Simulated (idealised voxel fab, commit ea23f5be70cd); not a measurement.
You're looking at the process module voxel ribs on slabs.
Each square cell in cross-section cut measures 5 nm, and the section as a whole is 265 nm wide.
We lay out every cross-section as a grid of square cells and spell it out in bands from the top down, where one band means one or more rows of cells.
Top, bottom (nm), then materials left to right with widths (nm); lone material tagged "throughout" fills the whole band edge to edge; "blank" = empty space.
Basically, 0 is our baseline, since under it the wafer straight out of the box is all one material. The bottom band has no lower end and keeps on going down, so it looks like "z 0 and below".
It should be noted that a width expressed as "30..40" varies in equal increments from row to row of cells within the band, taking the value of the first number at the top row and that of the second number at the bottom row.
It should be understood that the words "everything unchanged", when stated for a given step, signify that the cross-section underwent no change in any of its cells during that step.
Heads up: "Completely enclosed voids" only lists the empty pockets with no open path to the top that are 8 cells or more, and it writes them as width x height at distance, distance from the left edge, in nm.
If you see something after the settings on a step's line, that's the simulator's own remark about that step.
"overlay nm", when on a step's line for a step with a mask, measures how far to the right of its planned place the mask lay; a negative measure means to the left.
**plan**
1. RECEIVE, material Si
2. DIRECTIONAL_DEP, material SiO2, thk nm 30
3. DIRECTIONAL_DEP, material SiN, thk nm 20
4. PATTERN, tone cover, mask id RIB, material resist, width nm 30, thk nm 20, overlay nm 0
5. DIRECTIONAL_ETCH, etch materials SiN, depth nm 15
6. STRIP, etch materials resist
7. MASKED_ETCH, tone cover, mask id SLAB, width nm 90, etch materials SiN, depth nm 5, overlay nm 0
8. FILL_DEP, material SiO2, thk nm 25
9. CMP, height nm 65
10. DIRECTIONAL_DEP, material TiN, thk nm 10
11. MASKED_ETCH, tone cover, mask id HEATER, width nm 40, etch materials TiN, depth nm 10, overlay nm 0
12. CONFORMAL_DEP, material SiN, thk nm 5
**The first wafer of two, processed as planned**
**Cross-section of the wafer as it came to us, i.e., already through step 1**
  z 0 and below = Si throughout
  Completely enclosed voids: none
**Upon completion of step 2, the wafer appears in cross-section as shown**
  z 30 to 0 = SiO2 throughout
  Note: structure below 0 unchanged.
**Upon completion of step 3, the wafer appears in cross-section as shown**
  z 50 to 30 = SiN throughout
  Note: structure below 30 unchanged.
**Upon completion of step 4, the wafer appears in cross-section as shown**
  z 70 to 50 = 115 blank, 30 resist, 120 blank
  Note: structure below 50 unchanged.
**Upon completion of step 5, the wafer appears in cross-section as shown**
  z 70 to 50 = 115 blank, 30 resist, 120 blank
  z 50 to 35 = 115 blank, 30 SiN, 120 blank
  Note: structure below 35 unchanged.
**Upon completion of step 6, the wafer appears in cross-section as shown**
  z 50 to 35 = 115 blank, 30 SiN, 120 blank
  Note: structure below 35 unchanged.
**Upon completion of step 7, the wafer appears in cross-section as shown**
  z 50 to 35 = 115 blank, 30 SiN, 120 blank
  z 35 to 30 = 85 blank, 90 SiN, 90 blank
  Note: structure below 30 unchanged.
**Upon completion of step 8, the wafer appears in cross-section as shown**
  z 75 to 50 = SiO2 throughout
  z 50 to 35 = 115 SiO2, 30 SiN, 120 SiO2
  z 35 to 30 = 85 SiO2, 90 SiN, 90 SiO2
  Note: structure below 30 unchanged.
**Upon completion of step 9, the wafer appears in cross-section as shown**
  z 65 to 50 = SiO2 throughout
  Note: structure below 50 unchanged.
**Upon completion of step 10, the wafer appears in cross-section as shown**
  z 75 to 65 = TiN throughout
  Note: structure below 65 unchanged.
**Upon completion of step 11, the wafer appears in cross-section as shown**
  z 75 to 65 = 110 blank, 40 TiN, 115 blank
  Note: structure below 65 unchanged.
**Upon completion of step 12, the wafer appears in cross-section as shown**
  z 80 to 75 = 105 blank, 50 SiN, 110 blank
  z 75 to 70 = 105 blank, 5 SiN, 40 TiN, 5 SiN, 110 blank
  z 70 to 65 = 110 SiN, 40 TiN, 115 SiN
  Note: structure below 65 unchanged.
**Second Wafer (Identical Start and Plan, One Processing Error; Matches First Wafer Through Step 2)**
**The second wafer in cross-section, at the planned close of step 3**
  z 70 to 30 = SiN throughout
  Note: structure below 30 unchanged.
**The second wafer in cross-section, at the planned close of step 4**
  z 90 to 70 = 115 blank, 30 resist, 120 blank
  Note: structure below 70 unchanged.
**The second wafer in cross-section, at the planned close of step 5**
  z 90 to 70 = 115 blank, 30 resist, 120 blank
  z 70 to 55 = 115 blank, 30 SiN, 120 blank
  Note: structure below 55 unchanged.
**The second wafer in cross-section, at the planned close of step 6**
  z 70 to 55 = 115 blank, 30 SiN, 120 blank
  Note: structure below 55 unchanged.
**The second wafer in cross-section, at the planned close of step 7**
  z 70 to 55 = 115 blank, 30 SiN, 120 blank
  z 55 to 50 = 85 blank, 90 SiN, 90 blank
  Note: structure below 50 unchanged.
**The second wafer in cross-section, at the planned close of step 8**
  z 95 to 70 = SiO2 throughout
  z 70 to 55 = 115 SiO2, 30 SiN, 120 SiO2
  z 55 to 50 = 85 SiO2, 90 SiN, 90 SiO2
  Note: structure below 50 unchanged.
**The second wafer in cross-section, at the planned close of step 9**
  z 65 to 55 = 115 SiO2, 30 SiN, 120 SiO2
  Note: structure below 55 unchanged.
**The second wafer in cross-section, at the planned close of step 10**
  z 75 to 65 = TiN throughout
  Note: structure below 65 unchanged.
**The second wafer in cross-section, at the planned close of step 11**
  z 75 to 65 = 110 blank, 40 TiN, 115 blank
  Note: structure below 65 unchanged.
**The second wafer in cross-section, at the planned close of step 12**
  z 80 to 75 = 105 blank, 50 SiN, 110 blank
  z 75 to 70 = 105 blank, 5 SiN, 40 TiN, 5 SiN, 110 blank
  z 70 to 65 = 110 SiN, 40 TiN, 115 SiN
  Note: structure below 65 unchanged.
Error vs. plan: plan step 3 was twice executed
Once processing is complete, comparing cell counts shows that the second wafer has more or fewer of certain materials than the first: SiN +206, SiO2 -206
